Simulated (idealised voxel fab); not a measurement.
Proc. module: voxel ribs on slabs
Xsec cut, 140 nm wide, square cell size 5 nm.
Bands, listed from the top down, are how a cross-section gets written in this document; the cross-section itself is a grid of square cells, and a band is one or more rows of them.
Heads up on the band format: heights come first, top then bottom, in nm. After that it's the materials left to right, each with its width in nm. A single material flagged "throughout" fills the whole band edge to edge, and "empty" means there's empty space there.
Zero point of the height axis is 0; under it, received wafer = one material. Lowest band: continues down indefinitely, "0..down".
Graded width ("30..40"): value in top row of band = first number; value in bottom row = second number; row-to-row change constant.
Step marked "stayed the same"? Then no cell in the cross-section changed in it.
Empty spaces without an open route to the top, at least 8 cells in extent, make up the entry "Sealed-off cavities"; each is given as width x height at distance, where the distance is measured from the left edge, and all are in nm.
Anything after a step's settings on that line? It's the simulator's own note about the step.
Regarding "overlay nm": on a step with a mask, it is the distance the mask lay to the right of its planned place; a negative value places it to the left.
## The following list gives the planned process steps
| 1 | RECEIVE, material Si |
| 2 | DIRECTIONAL_DEP, material SiO2, thk nm 20 |
| 3 | DIRECTIONAL_DEP, material polySi, thk nm 20 |
| 4 | PATTERN, tone cover, mask id RIB, material resist, width nm 30, thk nm 20, overlay nm 0 |
| 5 | DIRECTIONAL_ETCH, etch materials polySi, depth nm 15 |
| 6 | STRIP, etch materials resist |
| 7 | DIRECTIONAL_DEP, material aC, thk nm 15 |
| 8 | PATTERN, tone cover, mask id SLAB, material resist, width nm 60, thk nm 35, overlay nm -15 |
| 9 | DIRECTIONAL_ETCH, etch materials aC, depth nm 15 |
| 10 | STRIP, etch materials resist |
| 11 | DIRECTIONAL_ETCH, etch materials polySi, depth nm 5 |
| 12 | STRIP, etch materials aC |
| 13 | FILL_DEP, material SiO2, thk nm 15 |
| 14 | CMP, height nm 50 |
| 15 | DIRECTIONAL_DEP, material TiN, thk nm 5 |
| 16 | MASKED_ETCH, tone cover, mask id HEATER, width nm 40, etch materials TiN, depth nm 5, overlay nm 0 |
| 17 | CONFORMAL_DEP, material SiO2, thk nm 5 |
The plan shows the overlay nm of step 8 as the first wafer had it; this setting differs between the wafers, which start out alike.
## Cross-section of the first of several wafers on receipt, reflecting completion of step 1
- 0..down = Si throughout
- Sealed-off cavities: none
## Every row in this table is a wafer at the end of the module, and it gives, for each of the materials, the cells that wafer has gained (+) or lost (-) since it was received, then its closed voids
overlay nm -15 | +280 SiO2 | +8 TiN | +30 polySi | Sealed-off cavities: none
overlay nm -10 | +280 SiO2 | +8 TiN | +30 polySi | Sealed-off cavities: none
overlay nm -5 | +280 SiO2 | +8 TiN | +30 polySi | Sealed-off cavities: none
overlay nm 0 | +280 SiO2 | +8 TiN | +30 polySi | Sealed-off cavities: none
overlay nm 5 | +280 SiO2 | +8 TiN | +30 polySi | Sealed-off cavities: none
overlay nm 10 | +280 SiO2 | +8 TiN | +30 polySi | Sealed-off cavities: none
overlay nm 15 | +280 SiO2 | +8 TiN | +30 polySi | Sealed-off cavities: none
